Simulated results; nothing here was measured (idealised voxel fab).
Documented hereafter: the process module known as voxel transistor to metal.
This is section cut - it's 180 nm across, gridded in 5 nm square cells.
Each cross-section below is a grid of square cells, stated as bands in top-down order, with one or more rows of cells making up each band.
Quick guide to a band line: top height, bottom height (nm) up front; then every material left to right with its width in nm. Only one material and it's marked "all across"? Then it fills the band edge to edge. And "air" just means empty space.
Convention: height 0 is the level below which the wafer, as received, is all one material. The lowest band does not terminate at the bottom but continues downward, represented as "top 0, no bottom".
Graded width ("30..40"): value in top row of band = first number; value in bottom row = second number; row-to-row change constant.
It should be understood that the words "remained the same", when stated for a given step, signify that the cross-section underwent no change in any of its cells during that step.
The list in "Closed cavities" covers empty spaces of 8 cells or more that cannot reach the top through any open way, and it gives each as width x height at distance; the distance is from the left edge, and width, height and distance are in nm.
What comes after the settings on a step's line is commentary from the simulator itself on that step.
A step line may carry the setting "overlay nm", which, for steps involving a mask, states the distance by which the mask lay to the right of its intended position; negative values denote displacement to the left.
These are the steps we planned for the process
| 1 | RECEIVE, material Si |
| 2 | OXIDIZE, depth nm 5 |
| 3 | CONFORMAL_DEP, material SiN, thk nm 15 |
| 4 | PATTERN, tone cover, mask id ACTIVE, material resist, width nm 115, thk nm 15, overlay nm 0 |
| 5 | DIRECTIONAL_ETCH, etch materials SiN, depth nm 15 |
| 6 | DIRECTIONAL_ETCH, etch materials SiO2, depth nm 5 |
| 7 | DIRECTIONAL_ETCH, etch materials Si, depth nm 25 |
| 8 | STRIP, etch materials resist |
| 9 | OXIDIZE, depth nm 5 |
| 10 | FILL_DEP, material SiO2, thk nm 15 |
| 11 | CMP, height nm 15 |
| 12 | SELECTIVE_ETCH, etch materials SiO2, depth nm 10 |
| 13 | STRIP, etch materials SiN |
| 14 | SELECTIVE_ETCH, etch materials SiO2, depth nm 5 |
| 15 | OXIDIZE, depth nm 5 |
| 16 | DIRECTIONAL_DEP, material polySi, thk nm 30 |
| 17 | DIRECTIONAL_DEP, material SiCN, thk nm 10 |
| 18 | PATTERN, tone cover, mask id GATE, material resist, width nm 25, thk nm 15, overlay nm 0 |
| 19 | DIRECTIONAL_ETCH, etch materials SiCN, depth nm 20 |
| 20 | DIRECTIONAL_ETCH, etch materials polySi, depth nm 40 |
| 21 | STRIP, etch materials resist |
| 22 | CONFORMAL_DEP, material SiN, thk nm 5 |
| 23 | DIRECTIONAL_ETCH, etch materials SiN, depth nm 5 |
| 24 | DIRECTIONAL_ETCH, etch materials SiO2, depth nm 5 |
| 25 | DIRECTIONAL_ETCH, etch materials Si, depth nm 10 |
| 26 | EPI, material nSi, thk nm 10 |
| 27 | FILL_DEP, material SiO2, thk nm 10 |
| 28 | CMP, height nm 25 |
| 29 | STRIP, etch materials polySi |
| 30 | SELECTIVE_ETCH, etch materials SiO2, depth nm 5 |
| 31 | CONFORMAL_DEP, material HfO2, thk nm 5 |
| 32 | CONFORMAL_DEP, material TiN, thk nm 5 |
| 33 | FILL_DEP, material W, thk nm 5 |
| 34 | CMP, height nm 20 |
| 35 | DIRECTIONAL_DEP, material SiO2, thk nm 15 |
| 36 | DIRECTIONAL_DEP, material aC, thk nm 15 |
| 37 | PATTERN, tone open, mask id CONTACT, material resist, width nm 20, pitch nm 85, thk nm 30, overlay nm 0 |
| 38 | DIRECTIONAL_ETCH, etch materials aC, depth nm 15 |
| 39 | STRIP, etch materials resist |
| 40 | DIRECTIONAL_ETCH, etch materials SiO2, depth nm 45 |
| 41 | STRIP, etch materials aC |
| 42 | CONFORMAL_DEP, material TiN, thk nm 5 |
| 43 | FILL_DEP, material Ru, thk nm 5 |
| 44 | CMP, height nm 35 |
| 45 | CONFORMAL_DEP, material SiCN, thk nm 5 |
| 46 | DIRECTIONAL_DEP, material lowk, thk nm 20 |
| 47 | DIRECTIONAL_DEP, material aC, thk nm 15 |
| 48 | PATTERN, tone open, mask id METAL_1, material resist, width nm 20, pitch nm 85, thk nm 35, overlay nm 0 |
| 49 | DIRECTIONAL_ETCH, etch materials aC, depth nm 15 |
| 50 | STRIP, etch materials resist |
| 51 | DIRECTIONAL_ETCH, etch materials lowk, depth nm 20 |
| 52 | DIRECTIONAL_ETCH, etch materials SiCN, depth nm 5 |
| 53 | STRIP, etch materials aC |
| 54 | CONFORMAL_DEP, material TiN, thk nm 5 |
| 55 | FILL_DEP, material Ru, thk nm 10 |
| 56 | CMP, height nm 60 |
| 57 | CONFORMAL_DEP, material SiCN, thk nm 5 |
| 58 | DIRECTIONAL_DEP, material SiO2, thk nm 30 |
| 59 | MASKED_ETCH, tone open, mask id METAL_2_HOLES, width nm 15, pitch nm 85, etch materials SiO2, depth nm 30, overlay nm 0 |
| 60 | DIRECTIONAL_DEP, material aC, thk nm 10 |
| 61 | PATTERN, tone open, mask id METAL_2, material resist, width nm 20, pitch nm 85, thk nm 30, overlay nm 0 |
| 62 | DIRECTIONAL_ETCH, etch materials aC, depth nm 10 |
| 63 | STRIP, etch materials resist |
| 64 | DIRECTIONAL_ETCH, etch materials SiO2, depth nm 15 |
| 65 | DIRECTIONAL_ETCH, etch materials SiCN, depth nm 5 |
| 66 | STRIP, etch materials aC |
| 67 | CONFORMAL_DEP, material TiN, thk nm 5 |
| 68 | FILL_DEP, material Cu, thk nm 10 |
| 69 | CMP, height nm 95 |
| 70 | CONFORMAL_DEP, material SiCN, thk nm 5 |
So this is the incoming wafer in cross-section - it's already been through step 1
- top 0, no bottom = Si all across
- Closed cavities: none
As-planned run: cross-section of the first of two wafers at end of module
- top 100, bottom 95 = SiCN all across
- top 95, bottom 85 = SiO2: 35 | TiN: 5 | Cu: 10 | TiN: 5 | SiO2: 65 | TiN: 5 | Cu: 10 | TiN: 5 | SiO2: 40
- top 85, bottom 80 = SiO2: 35 | TiN: 5 | Cu: 5 | TiN: 10 | SiO2: 65 | TiN: 5 | Cu: 5 | TiN: 10 | SiO2: 40
- top 80, bottom 65 = SiO2: 35 | TiN: 5 | Cu: 5 | TiN: 5 | SiO2: 70 | TiN: 5 | Cu: 5 | TiN: 5 | SiO2: 45
- top 65, bottom 60 = SiCN: 35 | TiN: 15 | SiCN: 70 | TiN: 15 | SiCN: 45
- top 60, bottom 40 = lowk: 35 | TiN: 5 | Ru: 10 | TiN: 5 | lowk: 65 | TiN: 5 | Ru: 10 | TiN: 5 | lowk: 40
- top 40, bottom 35 = SiCN: 35 | TiN: 20 | SiCN: 65 | TiN: 20 | SiCN: 40
- top 35, bottom 20 = SiO2: 35 | TiN: 5 | Ru: 10 | TiN: 5 | SiO2: 65 | TiN: 5 | Ru: 10 | TiN: 5 | SiO2: 40
- top 20, bottom 0 = SiO2: 35 | TiN: 5 | Ru: 10 | TiN: 5 | SiO2: 15 | SiN: 5 | HfO2: 5 | TiN: 5 | W: 5 | TiN: 5 | HfO2: 5 | SiN: 5 | SiO2: 15 | TiN: 5 | Ru: 10 | TiN: 5 | SiO2: 40
- top 0, bottom -5 = SiO2: 25 | SiN: 5 | SiO2: 5 | TiN: 5 | Ru: 10 | TiN: 5 | SiO2: 5 | nSi: 10 | SiN: 5 | HfO2: 5 | TiN: 15 | HfO2: 5 | SiN: 5 | nSi: 10 | SiO2: 5 | TiN: 5 | Ru: 10 | TiN: 5 | SiO2: 5 | SiN: 5 | SiO2: 30
- top -5, bottom -10 = SiO2: 35 | TiN: 20 | SiO2: 5 | nSi: 10 | HfO2: 35 | nSi: 10 | SiO2: 5 | TiN: 20 | SiO2: 40
- top -10, bottom -20 = SiO2: 35 | nSi: 35 | Si: 35 | nSi: 35 | SiO2: 40
- top -20, bottom -35 = SiO2: 35 | Si: 105 | SiO2: 40
- top -35, no bottom = Si all across
- Closed cavities: none
Cross-section at end of module for the second wafer of two, which matched the first in starting point and plan and differed by one mistake in its processing
- top 100, bottom 95 = SiCN all across
- top 95, bottom 85 = SiO2: 35 | TiN: 5 | Cu: 10 | TiN: 5 | SiO2: 65 | TiN: 5 | Cu: 10 | TiN: 5 | SiO2: 40
- top 85, bottom 80 = SiO2: 35 | TiN: 5 | Cu: 5 | TiN: 10 | SiO2: 65 | TiN: 5 | Cu: 5 | TiN: 10 | SiO2: 40
- top 80, bottom 65 = SiO2: 35 | TiN: 5 | Cu: 5 | TiN: 5 | SiO2: 70 | TiN: 5 | Cu: 5 | TiN: 5 | SiO2: 45
- top 65, bottom 60 = SiCN: 35 | TiN: 15 | SiCN: 70 | TiN: 15 | SiCN: 45
- top 60, bottom 40 = lowk: 25 | TiN: 5 | Ru: 10 | TiN: 5 | lowk: 65 | TiN: 5 | Ru: 10 | TiN: 5 | lowk: 50
- top 40, bottom 35 = SiCN: 25 | TiN: 20 | SiCN: 65 | TiN: 20 | SiCN: 50
- top 35, bottom 20 = SiO2: 35 | TiN: 5 | Ru: 10 | TiN: 5 | SiO2: 65 | TiN: 5 | Ru: 10 | TiN: 5 | SiO2: 40
- top 20, bottom 0 = SiO2: 35 | TiN: 5 | Ru: 10 | TiN: 5 | SiO2: 15 | SiN: 5 | HfO2: 5 | TiN: 5 | W: 5 | TiN: 5 | HfO2: 5 | SiN: 5 | SiO2: 15 | TiN: 5 | Ru: 10 | TiN: 5 | SiO2: 40
- top 0, bottom -5 = SiO2: 25 | SiN: 5 | SiO2: 5 | TiN: 5 | Ru: 10 | TiN: 5 | SiO2: 5 | nSi: 10 | SiN: 5 | HfO2: 5 | TiN: 15 | HfO2: 5 | SiN: 5 | nSi: 10 | SiO2: 5 | TiN: 5 | Ru: 10 | TiN: 5 | SiO2: 5 | SiN: 5 | SiO2: 30
- top -5, bottom -10 = SiO2: 35 | TiN: 20 | SiO2: 5 | nSi: 10 | HfO2: 35 | nSi: 10 | SiO2: 5 | TiN: 20 | SiO2: 40
- top -10, bottom -20 = SiO2: 35 | nSi: 35 | Si: 35 | nSi: 35 | SiO2: 40
- top -20, bottom -35 = SiO2: 35 | Si: 105 | SiO2: 40
- top -35, no bottom = Si all across
- Closed cavities: none
Error vs. plan: step 48 ran differently from the plan; actual operation with settings: PATTERN, tone open, mask id METAL_1, material resist, width nm 20, pitch nm 85, thk nm 35, overlay nm -10
Cell counts per material: same on both final wafers. Positions: different.
